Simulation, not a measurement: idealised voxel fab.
The following process module bears the name voxel capacitor over wiring.
Cross-section cut spans 220 nm and uses square cells 5 nm in size.
A cross-section is written here as square cells arranged in a grid, and it is given in bands from the top down, each band taking up one or more rows of cells.
Quick guide to a band line: top height, bottom height (nm) up front; then every material left to right with its width in nm. Only one material and it's marked "all across"? Then it fills the band edge to edge. And "blank" just means empty space.
Measure heights from 0. That's the level where, below it, the as-received wafer is all one material. The lowest band is bottomless and extends downward; write it as in "0 down".
A width such as "30..40" changes by the same amount from each row of cells to the next, from the band's top row to its bottom row.
Reading "remained unchanged" for a step: not a cell of the cross-section changed in it.
Empty spaces counting at least 8 cells and having no open way to the top are listed in "Closed cavities". The notation width x height at distance is used for each, the distance being from the left edge and all three values in nm.
Heads up: the bit after the settings on a step's line is the simulator's remark on that step.
What "overlay nm" on a step's line means: if the step has a mask, that mask lay this far to the right of its planned place, or, when the value is negative, to the left.

### Below is the list of planned process steps
| 1 | RECEIVE (material Si) |
| 2 | CONFORMAL_DEP (material SiO2; thk nm 10) |
| 3 | CONFORMAL_DEP (material SiN; thk nm 5) |
| 4 | DIRECTIONAL_DEP (material SiO2; thk nm 15) |
| 5 | PATTERN (tone open; mask id METAL_1; material resist; width nm 20; pitch nm 90; thk nm 20; overlay nm 0) |
| 6 | DIRECTIONAL_ETCH (etch materials SiO2; depth nm 15) |
| 7 | DIRECTIONAL_ETCH (etch materials SiN; depth nm 5) |
| 8 | STRIP (etch materials resist) |
| 9 | CONFORMAL_DEP (material TiN; thk nm 5) |
| 10 | FILL_DEP (material Ru; thk nm 5) |
| 11 | CMP (height nm 30) |
| 12 | EPI (material Ru; thk nm 5) |
| 13 | FILL_DEP (material SiCN; thk nm 5) |
| 14 | DIRECTIONAL_DEP (material lowk; thk nm 20) |
| 15 | MASKED_ETCH (tone open; mask id PLUG_1; width nm 15; etch materials lowk; depth nm 20; overlay nm 0) |
| 16 | MASKED_ETCH (tone open; mask id PLUG_1; width nm 15; etch materials SiCN; depth nm 5; overlay nm 0) |
| 17 | CONFORMAL_DEP (material TiN; thk nm 5) |
| 18 | FILL_DEP (material Cu; thk nm 10) |
| 19 | CMP (height nm 60) |
| 20 | DIRECTIONAL_DEP (material TiN; thk nm 10) |
| 21 | DIRECTIONAL_DEP (material SiN; thk nm 5) |
| 22 | DIRECTIONAL_DEP (material TiN; thk nm 5) |
| 23 | PATTERN (tone cover; mask id UPPER_PLATE; material resist; width nm 75; thk nm 15; overlay nm 0) |
| 24 | DIRECTIONAL_ETCH (etch materials TiN; depth nm 5) |
| 25 | DIRECTIONAL_ETCH (etch materials SiN; depth nm 5) |
| 26 | STRIP (etch materials resist) |
| 27 | DIRECTIONAL_DEP (material aC; thk nm 10) |
| 28 | PATTERN (tone cover; mask id LOWER_PLATE; material resist; width nm 85; thk nm 25; overlay nm 0) |
| 29 | DIRECTIONAL_ETCH (etch materials aC; depth nm 10) |
| 30 | STRIP (etch materials resist) |
| 31 | DIRECTIONAL_ETCH (etch materials TiN; depth nm 10) |
| 32 | STRIP (etch materials aC) |
| 33 | FILL_DEP (material SiO2; thk nm 20) |
| 34 | CMP (height nm 95) |
| 35 | PATTERN (tone open; mask id PLUG_2; material resist; width nm 15; thk nm 15; overlay nm 0) |
| 36 | DIRECTIONAL_ETCH (etch materials SiO2; depth nm 15) |
| 37 | STRIP (etch materials resist) |
| 38 | CONFORMAL_DEP (material TiN; thk nm 5) |
| 39 | FILL_DEP (material Cu; thk nm 10) |
| 40 | CMP (height nm 95) |
| 41 | CONFORMAL_DEP (material SiN; thk nm 5) |

### Shown in cross-section is the wafer as received, that is, as it stands after step 1
    0 down  Si all across
    Closed cavities: none

### Module complete - cross-section of the first of two wafers, run according to plan
    100 to 95  SiN all across
    95 to 85  70 SiO2 / 5 TiN / 5 Cu / 5 TiN / 135 SiO2
    85 to 75  70..60 SiO2 / 15..75 TiN / 135..85 SiO2
    75 to 70  60 SiO2 / 75 SiN / 85 SiO2
    70 to 60  55 SiO2 / 85 TiN / 80 SiO2
    60 to 40  60 lowk / 5 TiN / 5 Cu / 5 TiN / 145 lowk
    40 to 35  60 SiCN / 15 TiN / 145 SiCN
    35 to 30  50 SiCN / 30 Ru / 60 SiCN / 30 Ru / 50 SiCN
    30 to 15  55 SiO2 / 5 TiN / 10 Ru / 5 TiN / 70 SiO2 / 5 TiN / 10 Ru / 5 TiN / 55 SiO2
    15 to 10  55 SiN / 20 TiN / 70 SiN / 20 TiN / 55 SiN
    10 to 0  SiO2 all across
    0 down  Si all across
    Closed cavities: none

### Module end: cross-section of wafer two of two. Same start and process plan as the first wafer. One mistake during execution
    100 to 95  SiN all across
    95 to 90  70 SiO2 / 5 TiN / 5 Cu / 5 TiN / 135 SiO2
    90 to 80  70..60 SiO2 / 15..75 TiN / 135..85 SiO2
    80 to 75  60 SiO2 / 75 SiN / 85 SiO2
    75 to 65  55 SiO2 / 85 TiN / 80 SiO2
    65 to 60  TiN all across
    60 to 40  60 lowk / 5 TiN / 5 Cu / 5 TiN / 145 lowk
    40 to 35  60 SiCN / 15 TiN / 145 SiCN
    35 to 30  50 SiCN / 30 Ru / 60 SiCN / 30 Ru / 50 SiCN
    30 to 15  55 SiO2 / 5 TiN / 10 Ru / 5 TiN / 70 SiO2 / 5 TiN / 10 Ru / 5 TiN / 55 SiO2
    15 to 10  55 SiN / 20 TiN / 70 SiN / 20 TiN / 55 SiN
    10 to 0  SiO2 all across
    0 down  Si all across
    Closed cavities: none
The plan and the run diverged here: it should be noted that step 20 was executed with settings other than those planned, the operation and settings actually applied being DIRECTIONAL_DEP (material TiN; thk nm 15)
Count the cells at the end and the second wafer has more or fewer of some materials than the first: Cu -1, SiO2 -41, TiN +42
